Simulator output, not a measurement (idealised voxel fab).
Documented hereafter: the process module known as voxel transistor to metal.
Section shown: cut. Width: 205 nm. Cell size: 5 nm, square.
Cross-section, as written here: a square-cell grid given band by band from the top down, where a band holds one or more rows of cells.
A band entry consists of two parts. The first gives the height of the band's top and the height of its bottom, in nm. The rest lists the band's materials from left to right, each with its width in nm. A single material labelled with the word "full width" fills the band from edge to edge, and the word "blank" marks empty space.
Heights are reckoned from 0. Under this level, the received wafer is all of one material. The bottommost band is open-ended downward, for example "z 0 and below".
The two numbers in a width such as "30 to 40" mark its ends across the band: the first belongs to the top row of cells, the second to the bottom row, and from each row to the next the width moves by the same amount.
You'll sometimes find "everything unchanged" written for a step, and that's the way of saying that nowhere in the cross-section did a cell change during that step.
In the "Unvented cavities" entry, you get each enclosed empty space of 8 cells or more, one with no open way to the top, written width x height at distance, distance from the left edge, in nm.
Text after the settings on a step's line: the simulator's own remark on that step.
The optional step-line setting "overlay nm" applies to steps with a mask and quantifies how far to the right of its planned location the mask lay, a negative value indicating leftward placement.
Structure of the following material. The material consists of pairs of cross-sections. Each pair comprises the cross-section before one process step and the cross-section after that step, the latter shown only down to the lowest band that changed. The step between the cross-sections is specified beneath each pair, including its settings. Pairs are not necessarily consecutive: they may derive from different runs of this module performed on the same starting wafer. Continuity with the pair above is to be assumed only where the entry headed "Ex-ante state" of the pair in question states it.
Ex-ante state:
- z 110 to 85  lowk full width
- z 85 to 80  SiCN full width
- z 80 to 65  50 nm SiO2, 20 nm Ru, 60 nm SiO2, 20 nm Ru, 55 nm SiO2
- z 65 to 60  50 nm SiO2, 20 nm TiN, 60 nm SiO2, 20 nm TiN, 55 nm SiO2
- z 60 to 45  50 nm SiO2, 5 nm TiN, 10 nm W, 5 nm TiN, 60 nm SiO2, 5 nm TiN, 10 nm W, 5 nm TiN, 55 nm SiO2
- z 45 to 30  50 nm SiO2, 5 nm TiN, 10 nm W, 5 nm TiN, 10 nm SiO2, 10 nm SiN, 20 nm SiCN, 10 nm SiN, 10 nm SiO2, 5 nm TiN, 10 nm W, 5 nm TiN, 55 nm SiO2
- z 30 to 5  50 nm SiO2, 5 nm TiN, 10 nm W, 5 nm TiN, 10 nm SiO2, 10 nm SiN, 20 nm polySi, 10 nm SiN, 10 nm SiO2, 5 nm TiN, 10 nm W, 5 nm TiN, 55 nm SiO2
- z 5 to 0  50 nm SiO2, 20 nm TiN, 10 nm SiO2, 10 nm SiN, 20 nm polySi, 10 nm SiN, 10 nm SiO2, 20 nm TiN, 55 nm SiO2
- z 0 to -5  35 nm SiO2, 45 nm nSi, 40 nm SiO2, 45 nm nSi, 40 nm SiO2
- z -5 to -30  40 nm SiO2, 120 nm Si, 45 nm SiO2
- z -30 and below  Si full width
- Unvented cavities: none
Post-Step Geometry:
- z 130 to 110  40 nm resist, 15 nm blank, 65 nm resist, 15 nm blank, 70 nm resist
- Below 110 it's all the same as before, nothing changed down there.
- Unvented cavities: none
Between before and after above, the operation and settings are op PATTERN | tone open | mask id METAL_2_HOLES | material resist | width nm 15 | pitch nm 80 | thk nm 20 | overlay nm -10
Ex-ante state: = after-state of the pair above.
Post-Step Geometry:
- z 130 to 110  40 nm resist, 15 nm blank, 65 nm resist, 15 nm blank, 70 nm resist
- z 110 to 85  40 nm lowk, 15 nm blank, 65 nm lowk, 15 nm blank, 70 nm lowk
- Below 85 it's all the same as before, nothing changed down there.
- Unvented cavities: none
Between before and after above, the operation and settings are op DIRECTIONAL_ETCH | etch materials lowk | depth nm 25
Ex-ante state: = after-state of the pair above.
Post-Step Geometry:
- z 110 to 85  40 nm lowk, 15 nm blank, 65 nm lowk, 15 nm blank, 70 nm lowk
- Below 85 it's all the same as before, nothing changed down there.
- Unvented cavities: none
Between before and after above, the operation and settings are op STRIP | etch materials resist
Ex-ante state: = after-state of the pair above.
Post-Step Geometry:
- z 110 to 95  40 nm lowk, 30 nm blank, 50 nm lowk, 30 nm blank, 55 nm lowk
- Below 95 it's all the same as before, nothing changed down there.
- Unvented cavities: none
Between before and after above, the operation and settings are op MASKED_ETCH | tone open | mask id METAL_2 | width nm 20 | pitch nm 80 | etch materials lowk | depth nm 15 | overlay nm 0
Ex-ante state: = after-state of the pair above.
Post-Step Geometry:
- z 110 to 95  40 nm lowk, 30 nm blank, 50 nm lowk, 30 nm blank, 55 nm lowk
- z 95 to 85  40 nm lowk, 15 nm blank, 65 nm lowk, 15 nm blank, 70 nm lowk
- z 85 to 80  50 nm SiCN, 5 nm blank, 75 nm SiCN, 5 nm blank, 70 nm SiCN
- Below 80 it's all the same as before, nothing changed down there.
- Unvented cavities: none
Between before and after above, the operation and settings are op MASKED_ETCH | tone open | mask id METAL_2 | width nm 20 | pitch nm 80 | etch materials SiCN | depth nm 5 | overlay nm 0
Ex-ante state: = after-state of the pair above.
Post-Step Geometry:
- z 115 to 110  45 nm TiN, 20 nm blank, 60 nm TiN, 20 nm blank, 60 nm TiN
- z 110 to 100  40 nm lowk, 5 nm TiN, 20 nm blank, 5 nm TiN, 50 nm lowk, 5 nm TiN, 20 nm blank, 5 nm TiN, 55 nm lowk
- z 100 to 90  40 nm lowk, 5 nm TiN, 5 nm blank, 20 to 5 nm TiN, 50 to 65 nm lowk, 5 nm TiN, 5 nm blank, 20 to 5 nm TiN, 55 to 70 nm lowk
- z 90 to 85  40 nm lowk, 15 nm TiN, 65 nm lowk, 15 nm TiN, 70 nm lowk
- z 85 to 80  50 nm SiCN, 5 nm TiN, 75 nm SiCN, 5 nm TiN, 70 nm SiCN
- Below 80 it's all the same as before, nothing changed down there.
- Unvented cavities: none
Between before and after above, the operation and settings are op CONFORMAL_DEP | material TiN | thk nm 5
Ex-ante state: = after-state of the pair above.
Post-Step Geometry:
- z 125 to 115  Cu full width
- z 115 to 110  45 nm TiN, 20 nm Cu, 60 nm TiN, 20 nm Cu, 60 nm TiN
- z 110 to 100  40 nm lowk, 5 nm TiN, 20 nm Cu, 5 nm TiN, 50 nm lowk, 5 nm TiN, 20 nm Cu, 5 nm TiN, 55 nm lowk
- z 100 to 90  40 nm lowk, 5 nm TiN, 5 nm Cu, 20 to 5 nm TiN, 50 to 65 nm lowk, 5 nm TiN, 5 nm Cu, 20 to 5 nm TiN, 55 to 70 nm lowk
- Below 90 it's all the same as before, nothing changed down there.
- Unvented cavities: none
Between before and after above, the operation and settings are op FILL_DEP | material Cu | thk nm 10
Ex-ante state: = after-state of the pair above.
Post-Step Geometry:
- z 110 to 100  40 nm lowk, 5 nm TiN, 20 nm Cu, 5 nm TiN, 50 nm lowk, 5 nm TiN, 20 nm Cu, 5 nm TiN, 55 nm lowk
- Below 100 it's all the same as before, nothing changed down there.
- Unvented cavities: none
Between before and after above, the operation and settings are op CMP | height nm 110
Ex-ante state: = after-state of the pair above.
Post-Step Geometry:
- z 115 to 110  SiN full width
- Below 110 it's all the same as before, nothing changed down there.
- Unvented cavities: none
Between before and after above, the operation and settings are op CONFORMAL_DEP | material SiN | thk nm 5
Ex-ante state:
- z 110 to 100  50 nm lowk, 5 nm TiN, 10 nm Cu, 5 nm TiN, 60 nm lowk, 5 nm TiN, 10 nm Cu, 5 nm TiN, 55 nm lowk
- z 100 to 95  50 nm lowk, 5 nm TiN, 5 nm Cu, 10 nm TiN, 60 nm lowk, 5 nm TiN, 5 nm Cu, 10 nm TiN, 55 nm lowk
- z 95 to 85  50 nm lowk, 5 nm TiN, 5 nm Cu, 5 nm TiN, 65 nm lowk, 5 nm TiN, 5 nm Cu, 5 nm TiN, 60 nm lowk
- z 85 to 80  50 nm SiCN, 15 nm TiN, 65 nm SiCN, 15 nm TiN, 60 nm SiCN
- z 80 to 65  50 nm SiO2, 20 nm Ru, 60 nm SiO2, 20 nm Ru, 55 nm SiO2
- z 65 to 60  50 nm SiO2, 20 nm TiN, 60 nm SiO2, 20 nm TiN, 55 nm SiO2
- z 60 to 45  50 nm SiO2, 5 nm TiN, 10 nm W, 5 nm TiN, 60 nm SiO2, 5 nm TiN, 10 nm W, 5 nm TiN, 55 nm SiO2
- z 45 to 30  50 nm SiO2, 5 nm TiN, 10 nm W, 5 nm TiN, 10 nm SiO2, 10 nm SiN, 20 nm SiCN, 10 nm SiN, 10 nm SiO2, 5 nm TiN, 10 nm W, 5 nm TiN, 55 nm SiO2
- z 30 to 5  50 nm SiO2, 5 nm TiN, 10 nm W, 5 nm TiN, 10 nm SiO2, 10 nm SiN, 20 nm polySi, 10 nm SiN, 10 nm SiO2, 5 nm TiN, 10 nm W, 5 nm TiN, 55 nm SiO2
- z 5 to 0  50 nm SiO2, 20 nm TiN, 10 nm SiO2, 10 nm SiN, 20 nm polySi, 10 nm SiN, 10 nm SiO2, 20 nm TiN, 55 nm SiO2
- z 0 to -5  35 nm SiO2, 45 nm nSi, 40 nm SiO2, 45 nm nSi, 40 nm SiO2
- z -5 to -30  40 nm SiO2, 120 nm Si, 45 nm SiO2
- z -30 and below  Si full width
- Unvented cavities: none
Post-Step Geometry:
- z 115 to 110  SiCN full width
- Below 110 it's all the same as before, nothing changed down there.
- Unvented cavities: none
Between before and after above, the operation and settings are op CONFORMAL_DEP | material SiCN | thk nm 5
Ex-ante state:
- z 110 to 85  lowk full width
- z 85 to 80  SiCN full width
- z 80 to 65  50 nm SiO2, 20 nm Ru, 60 nm SiO2, 20 nm Ru, 55 nm SiO2
- z 65 to 60  50 nm SiO2, 20 nm TiN, 60 nm SiO2, 20 nm TiN, 55 nm SiO2
- z 60 to 45  50 nm SiO2, 5 nm TiN, 10 nm W, 5 nm TiN, 60 nm SiO2, 5 nm TiN, 10 nm W, 5 nm TiN, 55 nm SiO2
- z 45 to 30  50 nm SiO2, 5 nm TiN, 10 nm W, 5 nm TiN, 10 nm SiO2, 10 nm SiN, 20 nm SiCN, 10 nm SiN, 10 nm SiO2, 5 nm TiN, 10 nm W, 5 nm TiN, 55 nm SiO2
- z 30 to 5  50 nm SiO2, 5 nm TiN, 10 nm W, 5 nm TiN, 10 nm SiO2, 10 nm SiN, 20 nm polySi, 10 nm SiN, 10 nm SiO2, 5 nm TiN, 10 nm W, 5 nm TiN, 55 nm SiO2
- z 5 to 0  50 nm SiO2, 20 nm TiN, 10 nm SiO2, 10 nm SiN, 20 nm polySi, 10 nm SiN, 10 nm SiO2, 20 nm TiN, 55 nm SiO2
- z 0 to -5  35 nm SiO2, 45 nm nSi, 40 nm SiO2, 45 nm nSi, 40 nm SiO2
- z -5 to -30  40 nm SiO2, 120 nm Si, 45 nm SiO2
- z -30 and below  Si full width
- Unvented cavities: none
Post-Step Geometry:
- z 130 to 110  50 nm blank, 15 nm resist, 65 nm blank, 15 nm resist, 60 nm blank
- Below 110 it's all the same as before, nothing changed down there.
- Unvented cavities: none
Between before and after above, the operation and settings are op PATTERN | tone cover | mask id METAL_2_HOLES | material resist | width nm 15 | pitch nm 80 | thk nm 20 | overlay nm 0
Ex-ante state: = after-state of the pair above.
Post-Step Geometry:
- z 130 to 110  50 nm blank, 15 nm resist, 65 nm blank, 15 nm resist, 60 nm blank
- z 110 to 85  50 nm blank, 15 nm lowk, 65 nm blank, 15 nm lowk, 60 nm blank
- Below 85 it's all the same as before, nothing changed down there.
- Unvented cavities: none
Between before and after above, the operation and settings are op DIRECTIONAL_ETCH | etch materials lowk | depth nm 25
Ex-ante state: = after-state of the pair above.
Post-Step Geometry:
- z 110 to 85  50 nm blank, 15 nm lowk, 65 nm blank, 15 nm lowk, 60 nm blank
- Below 85 it's all the same as before, nothing changed down there.
- Unvented cavities: none
Between before and after above, the operation and settings are op STRIP | etch materials resist
Ex-ante state: = after-state of the pair above.
Post-Step Geometry:
- z 95 to 85  50 nm blank, 15 nm lowk, 65 nm blank, 15 nm lowk, 60 nm blank
- Below 85 it's all the same as before, nothing changed down there.
- Unvented cavities: none
Between before and after above, the operation and settings are op MASKED_ETCH | tone open | mask id METAL_2 | width nm 20 | pitch nm 80 | etch materials lowk | depth nm 15 | overlay nm 0
Ex-ante state: = after-state of the pair above.
Post-Step Geometry:
- z 95 to 85  50 nm blank, 15 nm lowk, 65 nm blank, 15 nm lowk, 60 nm blank
- z 85 to 80  65 nm SiCN, 5 nm blank, 75 nm SiCN, 5 nm blank, 55 nm SiCN
- Below 80 it's all the same as before, nothing changed down there.
- Unvented cavities: none
Between before and after above, the operation and settings are op MASKED_ETCH | tone open | mask id METAL_2 | width nm 20 | pitch nm 80 | etch materials SiCN | depth nm 5 | overlay nm 0
Ex-ante state: = after-state of the pair above.
Post-Step Geometry:
- z 100 to 95  45 nm blank, 25 nm TiN, 55 nm blank, 25 nm TiN, 55 nm blank
- z 95 to 90  45 nm blank, 5 nm TiN, 15 nm lowk, 5 nm TiN, 55 nm blank, 5 nm TiN, 15 nm lowk, 5 nm TiN, 55 nm blank
- z 90 to 85  50 nm TiN, 15 nm lowk, 65 nm TiN, 15 nm lowk, 60 nm TiN
- z 85 to 80  65 nm SiCN, 5 nm TiN, 75 nm SiCN, 5 nm TiN, 55 nm SiCN
- Below 80 it's all the same as before, nothing changed down there.
- Unvented cavities: none
Between before and after above, the operation and settings are op CONFORMAL_DEP | material TiN | thk nm 5
Ex-ante state: = after-state of the pair above.
Post-Step Geometry:
- z 110 to 100  Cu full width
- z 100 to 95  45 nm Cu, 25 nm TiN, 55 nm Cu, 25 nm TiN, 55 nm Cu
- z 95 to 90  45 nm Cu, 5 nm TiN, 15 nm lowk, 5 nm TiN, 55 nm Cu, 5 nm TiN, 15 nm lowk, 5 nm TiN, 55 nm Cu
- Below 90 it's all the same as before, nothing changed down there.
- Unvented cavities: none
Between before and after above, the operation and settings are op FILL_DEP | material Cu | thk nm 10
Ex-ante state: = after-state of the pair above.
Post-Step Geometry:
- z 115 to 110  SiN full width
- Below 110 it's all the same as before, nothing changed down there.
- Unvented cavities: none
Between before and after above, the operation and settings are op CONFORMAL_DEP | material SiN | thk nm 5
